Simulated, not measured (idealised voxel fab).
process module | voxel gate over fins
cross-section cut | 275 nm wide | cells 5 nm
A cross-section is a grid of square cells, given in bands from the top down. A band is one or more rows of cells.
Each band's line starts with the height of the band's top and of its bottom, in nm. Then come its materials from left to right, each with its width in nm. One material with "throughout" fills the band from edge to edge. "air" is empty space.
Height 0 is the level under which the wafer as received is all one material. The lowest band goes on downwards, as in "0 down".
A width such as "30 to 40" changes by the same amount from each row of cells to the next, from the band's top row to its bottom row.
"no change" after a step means that no cell of the cross-section changed.
closed voids: empty space of 8 cells or more with no open way to the top, each as width x height at its distance from the left edge, in nm
after a step's settings: what the simulator itself notes on the step
overlay nm, on a step with a mask: how far to the right of its planned place the mask lay; to the left if negative
plan
1 op RECEIVE | material Si
2 op CONFORMAL_DEP | material SiN | thk nm 10
3 op MASKED_ETCH | tone cover | mask id FINS | width nm 15 | pitch nm 35 | etch materials SiN | depth nm 10 | overlay nm 0
4 op MASKED_ETCH | tone cover | mask id FINS | width nm 15 | pitch nm 35 | etch materials Si | depth nm 40 | overlay nm 0
5 op FILL_DEP | material SiO2 | thk nm 5
6 op CMP | height nm 10
7 op SELECTIVE_ETCH | etch materials SiO2 | depth nm 20
8 op STRIP | etch materials SiN
9 op CONFORMAL_DEP | material HfO2 | thk nm 5
10 op CONFORMAL_DEP | material TiN | thk nm 5
11 op FILL_DEP | material W | thk nm 10
12 op CMP | height nm 15
13 op CONFORMAL_DEP | material SiCN | thk nm 10
varied across the wafers: thk nm of step 9. The plan shows the first wafer's value. All wafers start alike
first wafer as received, after step 1
  0 down: Si throughout
  closed voids: none
each wafer at the end: cells of each material gained (+) or lost (-) since it was received, then its closed voids
thk nm 5 | +67 HfO2 | -368 Si | +110 SiCN | +276 SiO2 | +67 TiN | +123 W | closed voids: none
thk nm 10 | +134 HfO2 | -368 Si | +110 SiCN | +276 SiO2 | +59 TiN | +64 W | closed voids: none
thk nm 15 | +193 HfO2 | -368 Si | +110 SiCN | +276 SiO2 | +34 TiN | +30 W | closed voids: none
thk nm 20 | +227 HfO2 | -368 Si | +110 SiCN | +276 SiO2 | +30 TiN | closed voids: none
